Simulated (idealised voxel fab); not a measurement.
Module name: voxel capacitor over wiring (process module)
Square cells of 5 nm make up the cross-section cut, whose width is 280 nm.
Square cells in a grid make up a cross-section in this document, and the grid is given as bands, listed from the top down, each one or more rows of cells. For a band, the entry starts with two heights in nm, that of the top and then that of the bottom, and carries on with the band's materials in order from left to right, each alongside its width in nm; the word "all across" beside a single material means it fills the band edge to edge, and "blank" means empty space. Basically, 0 is our baseline, since under it the wafer straight out of the box is all one material. The bottom band has no lower end and keeps on going down, so it looks like "top 0, no bottom". With a width like "30->40", each row of cells in the band differs from the next by the same amount, the top row carrying the first number and the bottom row the second. The cross-section has no changed cell in any step marked "everything unchanged". The list in "Closed voids list" covers empty spaces of 8 cells or more that cannot reach the top through any open way, and it gives each as width x height at distance; the distance is from the left edge, and width, height and distance are in nm. On each step's line, the part that comes after the settings is the simulator's own comment on the step. overlay nm: how far to the right of its planned place the mask lay on this masked step (negative: to the left).

### Steps in the process plan
- 1: RECEIVE,material Si
- 2: CONFORMAL_DEP,material SiO2,thk nm 15
- 3: CONFORMAL_DEP,material SiN,thk nm 5
- 4: DIRECTIONAL_DEP,material lowk,thk nm 20
- 5: PATTERN,tone open,mask id METAL_1,material resist,width nm 30,pitch nm 80,thk nm 15,overlay nm 0
- 6: DIRECTIONAL_ETCH,etch materials lowk,depth nm 20
- 7: DIRECTIONAL_ETCH,etch materials SiN,depth nm 5
- 8: STRIP,etch materials resist
- 9: CONFORMAL_DEP,material TiN,thk nm 5
- 10: FILL_DEP,material W,thk nm 5
- 11: CMP,height nm 40
- 12: CONFORMAL_DEP,material SiCN,thk nm 5
- 13: DIRECTIONAL_DEP,material SiO2,thk nm 10
- 14: DIRECTIONAL_DEP,material aC,thk nm 10
- 15: PATTERN,tone open,mask id PLUG_1,material resist,width nm 15,thk nm 30,overlay nm 0
- 16: DIRECTIONAL_ETCH,etch materials aC,depth nm 10
- 17: STRIP,etch materials resist
- 18: DIRECTIONAL_ETCH,etch materials SiO2,depth nm 10
- 19: DIRECTIONAL_ETCH,etch materials SiCN,depth nm 5
- 20: STRIP,etch materials aC
- 21: CONFORMAL_DEP,material TiN,thk nm 5
- 22: FILL_DEP,material Ru,thk nm 5
- 23: CMP,height nm 55
- 24: DIRECTIONAL_DEP,material TiN,thk nm 10
- 25: DIRECTIONAL_DEP,material Al2O3,thk nm 5
- 26: DIRECTIONAL_DEP,material TiN,thk nm 5
- 27: MASKED_ETCH,tone cover,mask id UPPER_PLATE,width nm 55,etch materials TiN,depth nm 5,overlay nm 0
- 28: MASKED_ETCH,tone cover,mask id UPPER_PLATE,width nm 55,etch materials Al2O3,depth nm 5,overlay nm 0
- 29: PATTERN,tone cover,mask id LOWER_PLATE,material resist,width nm 65,thk nm 15,overlay nm 0
- 30: DIRECTIONAL_ETCH,etch materials TiN,depth nm 10
- 31: STRIP,etch materials resist
- 32: FILL_DEP,material SiO2,thk nm 15
- 33: CMP,height nm 85
- 34: PATTERN,tone open,mask id PLUG_2,material resist,width nm 15,thk nm 15,overlay nm 0
- 35: DIRECTIONAL_ETCH,etch materials SiO2,depth nm 10
- 36: STRIP,etch materials resist
- 37: CONFORMAL_DEP,material TiN,thk nm 5
- 38: FILL_DEP,material Cu,thk nm 5
- 39: CMP,height nm 85
- 40: CONFORMAL_DEP,material SiCN,thk nm 5

### as received, after step 1
- top 0, no bottom: Si all across
- Closed voids list: none

### Starting structure and process plan are as shown above, but one mistake was made in running the module; the wafer cross-section at the end of the module follows
- top 90, bottom 85: SiCN all across
- top 85, bottom 80: SiO2 (110); TiN (5); Cu (5); TiN (5); SiO2 (155)
- top 80, bottom 70: SiO2 (110->100); TiN (15->55); SiO2 (155->125)
- top 70, bottom 65: SiO2 (100); Al2O3 (55); SiO2 (125)
- top 65, bottom 55: SiO2 (95); TiN (65); SiO2 (120)
- top 55, bottom 45: SiO2 (100); TiN (5); Ru (5); TiN (5); SiO2 (165)
- top 45, bottom 40: SiCN (100); TiN (15); SiCN (165)
- top 40, bottom 35: lowk (85); TiN (5); W (20); TiN (5); lowk (50); TiN (5); W (20); TiN (5); lowk (85)
- top 35, bottom 30: SiN (85); TiN (30); SiN (50); TiN (30); SiN (85)
- top 30, bottom 0: SiO2 all across
- top 0, no bottom: Si all across
- Closed voids list: none
Plan not followed: step 2, plan: ran twice
